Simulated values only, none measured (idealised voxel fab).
Documented hereafter: the process module known as voxel trench capacitor.
280 nm wide, 5 nm square cells: that's cross-section cut.
Reading order for cross-sections: top band down to bottom band. Underlying form: a grid of square cells. Band size: one or more rows of cells. Band: top and bottom heights (nm) first, top before bottom; then materials from left to right, widths in nm. "edge to edge" marks a sole material filling the band edge to edge. "blank" denotes empty space. Below 0: as-received wafer, all one material; heights counted from there. Lowest band: no bottom, goes on down, written "from 0 down". Think of "30..40" as a width that walks from the first number to the second as you go down the band, top row to bottom row, taking equal-sized steps from row to row. It should be understood that the words "same as before", when stated for a given step, signify that the cross-section underwent no change in any of its cells during that step. "Trapped voids": empty spaces of 8 cells or more with no open way to the top, each given as width x height at distance, distance from the left edge, all in nm. Heads up: the bit after the settings on a step's line is the simulator's remark on that step. overlay nm: where the mask lay relative to plan, measured to the right, on steps with a mask; negatives go left.

-- List of planned process steps
| 1 | RECEIVE, material Si |
| 2 | CONFORMAL_DEP, material SiN, thk nm 10 |
| 3 | DIRECTIONAL_DEP, material aC, thk nm 15 |
| 4 | PATTERN, tone open, mask id TRENCH, material resist, width nm 30, pitch nm 45, thk nm 35, overlay nm 0 |
| 5 | DIRECTIONAL_ETCH, etch materials aC, depth nm 15 |
| 6 | STRIP, etch materials resist |
| 7 | DIRECTIONAL_ETCH, etch materials SiN, depth nm 10 |
| 8 | DIRECTIONAL_ETCH, etch materials Si, depth nm 30 |
| 9 | STRIP, etch materials aC |
| 10 | CONFORMAL_DEP, material HfO2, thk nm 5 |
| 11 | CONFORMAL_DEP, material TiN, thk nm 5 |
| 12 | FILL_DEP, material W, thk nm 10 |
| 13 | CMP, height nm 10 |

-- Concerning the first of two wafers, which was run in accordance with the plan

-- Cross-section, incoming material, after step 1
from 0 down  Si edge to edge
Trapped voids: none

-- Wafer after step 2 (cross-section)
from 10 to 0  SiN edge to edge
Rest of section, below 0: as before.

-- Wafer after step 3 (cross-section)
from 25 to 10  aC edge to edge
Rest of section, below 10: as before.

-- Wafer after step 4 (cross-section)
from 60 to 25  resist: 100 / blank: 30 / resist: 15 / blank: 30 / resist: 105
Rest of section, below 25: as before.

-- Wafer after step 5 (cross-section)
from 45 to 25  resist: 100 / blank: 30 / resist: 15 / blank: 30 / resist: 105
from 25 to 10  aC: 100 / blank: 30 / aC: 15 / blank: 30 / aC: 105
Rest of section, below 10: as before.

-- Wafer after step 6 (cross-section)
from 25 to 10  aC: 100 / blank: 30 / aC: 15 / blank: 30 / aC: 105
Rest of section, below 10: as before.

-- Wafer after step 7 (cross-section)
from 25 to 10  aC: 100 / blank: 30 / aC: 15 / blank: 30 / aC: 105
from 10 to 0  SiN: 100 / blank: 30 / SiN: 15 / blank: 30 / SiN: 105
Rest of section, below 0: as before.

-- Wafer after step 8 (cross-section)
from 25 to 10  aC: 100 / blank: 30 / aC: 15 / blank: 30 / aC: 105
from 10 to 0  SiN: 100 / blank: 30 / SiN: 15 / blank: 30 / SiN: 105
from 0 to -30  Si: 100 / blank: 30 / Si: 15 / blank: 30 / Si: 105
Rest of section, below -30: as before.

-- Wafer after step 9 (cross-section)
from 10 to 0  SiN: 100 / blank: 30 / SiN: 15 / blank: 30 / SiN: 105
Rest of section, below 0: as before.

-- Wafer after step 10 (cross-section)
from 15 to 10  HfO2: 105 / blank: 20 / HfO2: 25 / blank: 20 / HfO2: 110
from 10 to 0  SiN: 100 / HfO2: 5 / blank: 20 / HfO2: 5 / SiN: 15 / HfO2: 5 / blank: 20 / HfO2: 5 / SiN: 105
from 0 to -25  Si: 100 / HfO2: 5 / blank: 20 / HfO2: 5 / Si: 15 / HfO2: 5 / blank: 20 / HfO2: 5 / Si: 105
from -25 to -30  Si: 100 / HfO2: 30 / Si: 15 / HfO2: 30 / Si: 105
Rest of section, below -30: as before.

-- Wafer after step 11 (cross-section)
from 20 to 15  TiN: 110 / blank: 10 / TiN: 35 / blank: 10 / TiN: 115
from 15 to 10  HfO2: 105 / TiN: 5 / blank: 10 / TiN: 5 / HfO2: 25 / TiN: 5 / blank: 10 / TiN: 5 / HfO2: 110
from 10 to 0  SiN: 100 / HfO2: 5 / TiN: 5 / blank: 10 / TiN: 5 / HfO2: 5 / SiN: 15 / HfO2: 5 / TiN: 5 / blank: 10 / TiN: 5 / HfO2: 5 / SiN: 105
from 0 to -20  Si: 100 / HfO2: 5 / TiN: 5 / blank: 10 / TiN: 5 / HfO2: 5 / Si: 15 / HfO2: 5 / TiN: 5 / blank: 10 / TiN: 5 / HfO2: 5 / Si: 105
from -20 to -25  Si: 100 / HfO2: 5 / TiN: 20 / HfO2: 5 / Si: 15 / HfO2: 5 / TiN: 20 / HfO2: 5 / Si: 105
Rest of section, below -25: as before.

-- Wafer after step 12 (cross-section)
from 30 to 20  W edge to edge
from 20 to 15  TiN: 110 / W: 10 / TiN: 35 / W: 10 / TiN: 115
from 15 to 10  HfO2: 105 / TiN: 5 / W: 10 / TiN: 5 / HfO2: 25 / TiN: 5 / W: 10 / TiN: 5 / HfO2: 110
from 10 to 0  SiN: 100 / HfO2: 5 / TiN: 5 / W: 10 / TiN: 5 / HfO2: 5 / SiN: 15 / HfO2: 5 / TiN: 5 / W: 10 / TiN: 5 / HfO2: 5 / SiN: 105
from 0 to -20  Si: 100 / HfO2: 5 / TiN: 5 / W: 10 / TiN: 5 / HfO2: 5 / Si: 15 / HfO2: 5 / TiN: 5 / W: 10 / TiN: 5 / HfO2: 5 / Si: 105
Rest of section, below -20: as before.

-- Wafer after step 13 (cross-section)
from 10 to 0  SiN: 100 / HfO2: 5 / TiN: 5 / W: 10 / TiN: 5 / HfO2: 5 / SiN: 15 / HfO2: 5 / TiN: 5 / W: 10 / TiN: 5 / HfO2: 5 / SiN: 105
Rest of section, below 0: as before.

-- Okay, second wafer. Nothing different at the start, nothing different in the plan, just one mistake somewhere in the running. As far as step 9, counting that step, it's the first wafer all over again

-- At the planned end of step 10, the second wafer in cross-section
from 15 to 10  TiN: 105 / blank: 20 / TiN: 25 / blank: 20 / TiN: 110
from 10 to 0  SiN: 100 / TiN: 5 / blank: 20 / TiN: 5 / SiN: 15 / TiN: 5 / blank: 20 / TiN: 5 / SiN: 105
from 0 to -25  Si: 100 / TiN: 5 / blank: 20 / TiN: 5 / Si: 15 / TiN: 5 / blank: 20 / TiN: 5 / Si: 105
from -25 to -30  Si: 100 / TiN: 30 / Si: 15 / TiN: 30 / Si: 105
Rest of section, below -30: as before.

-- At the planned end of step 11, the second wafer in cross-section
from 20 to 15  HfO2: 110 / blank: 10 / HfO2: 35 / blank: 10 / HfO2: 115
from 15 to 10  TiN: 105 / HfO2: 5 / blank: 10 / HfO2: 5 / TiN: 25 / HfO2: 5 / blank: 10 / HfO2: 5 / TiN: 110
from 10 to 0  SiN: 100 / TiN: 5 / HfO2: 5 / blank: 10 / HfO2: 5 / TiN: 5 / SiN: 15 / TiN: 5 / HfO2: 5 / blank: 10 / HfO2: 5 / TiN: 5 / SiN: 105
from 0 to -20  Si: 100 / TiN: 5 / HfO2: 5 / blank: 10 / HfO2: 5 / TiN: 5 / Si: 15 / TiN: 5 / HfO2: 5 / blank: 10 / HfO2: 5 / TiN: 5 / Si: 105
from -20 to -25  Si: 100 / TiN: 5 / HfO2: 20 / TiN: 5 / Si: 15 / TiN: 5 / HfO2: 20 / TiN: 5 / Si: 105
Rest of section, below -25: as before.

-- At the planned end of step 12, the second wafer in cross-section
from 30 to 20  W edge to edge
from 20 to 15  HfO2: 110 / W: 10 / HfO2: 35 / W: 10 / HfO2: 115
from 15 to 10  TiN: 105 / HfO2: 5 / W: 10 / HfO2: 5 / TiN: 25 / HfO2: 5 / W: 10 / HfO2: 5 / TiN: 110
from 10 to 0  SiN: 100 / TiN: 5 / HfO2: 5 / W: 10 / HfO2: 5 / TiN: 5 / SiN: 15 / TiN: 5 / HfO2: 5 / W: 10 / HfO2: 5 / TiN: 5 / SiN: 105
from 0 to -20  Si: 100 / TiN: 5 / HfO2: 5 / W: 10 / HfO2: 5 / TiN: 5 / Si: 15 / TiN: 5 / HfO2: 5 / W: 10 / HfO2: 5 / TiN: 5 / Si: 105
Rest of section, below -20: as before.

-- At the planned end of step 13, the second wafer in cross-section
from 10 to 0  SiN: 100 / TiN: 5 / HfO2: 5 / W: 10 / HfO2: 5 / TiN: 5 / SiN: 15 / TiN: 5 / HfO2: 5 / W: 10 / HfO2: 5 / TiN: 5 / SiN: 105
Rest of section, below 0: as before.
It is concluded that the wafer was processed incorrectly with respect to the plan, in that the run placed steps 10 and 11 each in the position the plan gave to the other
Heads up, by the end the second wafer has more or fewer cells of some materials compared to the first: 8 fewer of HfO2; 8 more of TiN
